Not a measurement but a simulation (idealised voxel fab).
Process module under the name voxel ribs on slabs
255 nm wide, 5 nm square cells: that's cross-section cut.
Each cross-section below is a grid of square cells, stated as bands in top-down order, with one or more rows of cells making up each band.
In this notation a band is specified by the heights of its top and bottom, in that order and in nm, after which its materials appear from left to right, each paired with its width in nm. The word "edge to edge" attached to a single material means that material fills the band from edge to edge; the word "blank" stands for empty space.
Height is counted from the level 0, under which the received wafer is composed throughout of one material. The lowest of the bands is not closed at the bottom but continues downward, in the notation "0..down".
Note: "30..40" means the width goes from the first number (top row of the band) to the second number (bottom row) in equal steps per row of cells.
"changes: none" means the step left every cell of the cross-section as it was.
Entry "Enclosed void list". Content: empty spaces with no open connection to the top, size 8 cells or greater. Each: width x height at distance. Distance: from left edge. Unit: nm.
What comes after the settings on a step's line is commentary from the simulator itself on that step.
Each step line may optionally specify "overlay nm", which for a step with a mask gives the rightward distance between the mask's planned place and where it lay, a negative value indicating the leftward direction.

-- Set out below are the planned steps of the process
1: RECEIVE [material Si]
2: DIRECTIONAL_DEP [material SiO2] [thk nm 25]
3: DIRECTIONAL_DEP [material polySi] [thk nm 15]
4: MASKED_ETCH [tone cover] [mask id RIB] [width nm 30] [etch materials polySi] [depth nm 5] [overlay nm 0]
5: DIRECTIONAL_DEP [material aC] [thk nm 10]
6: PATTERN [tone cover] [mask id SLAB] [material resist] [width nm 70] [thk nm 30] [overlay nm 0]
7: DIRECTIONAL_ETCH [etch materials aC] [depth nm 10]
8: STRIP [etch materials resist]
9: DIRECTIONAL_ETCH [etch materials polySi] [depth nm 10]
10: STRIP [etch materials aC]
11: FILL_DEP [material SiO2] [thk nm 30]
12: CMP [height nm 60]
13: DIRECTIONAL_DEP [material TiN] [thk nm 10]
14: MASKED_ETCH [tone cover] [mask id HEATER] [width nm 40] [etch materials TiN] [depth nm 10] [overlay nm 0]
15: CONFORMAL_DEP [material SiO2] [thk nm 5]

-- Received-state cross-section, reflecting completion of step 1
	0..down: Si edge to edge
	Enclosed void list: none

-- Wafer cross-section at end of module: start and plan as shown above, one execution error
	75..70: blank=100 | SiO2=50 | blank=105
	70..65: blank=100 | SiO2=5 | TiN=40 | SiO2=5 | blank=105
	65..60: SiO2=105 | TiN=40 | SiO2=110
	60..40: SiO2 edge to edge
	40..35: SiO2=110 | polySi=30 | SiO2=115
	35..25: SiO2=90 | polySi=75 | SiO2=90
	25..0: SiO2 edge to edge
	0..down: Si edge to edge
	Enclosed void list: none
It is concluded that the wafer was processed incorrectly with respect to the plan, in that it should be noted that step 6 was executed with settings other than those planned, the operation and settings actually applied being PATTERN [tone cover] [mask id SLAB] [material resist] [width nm 75] [thk nm 30] [overlay nm 0]
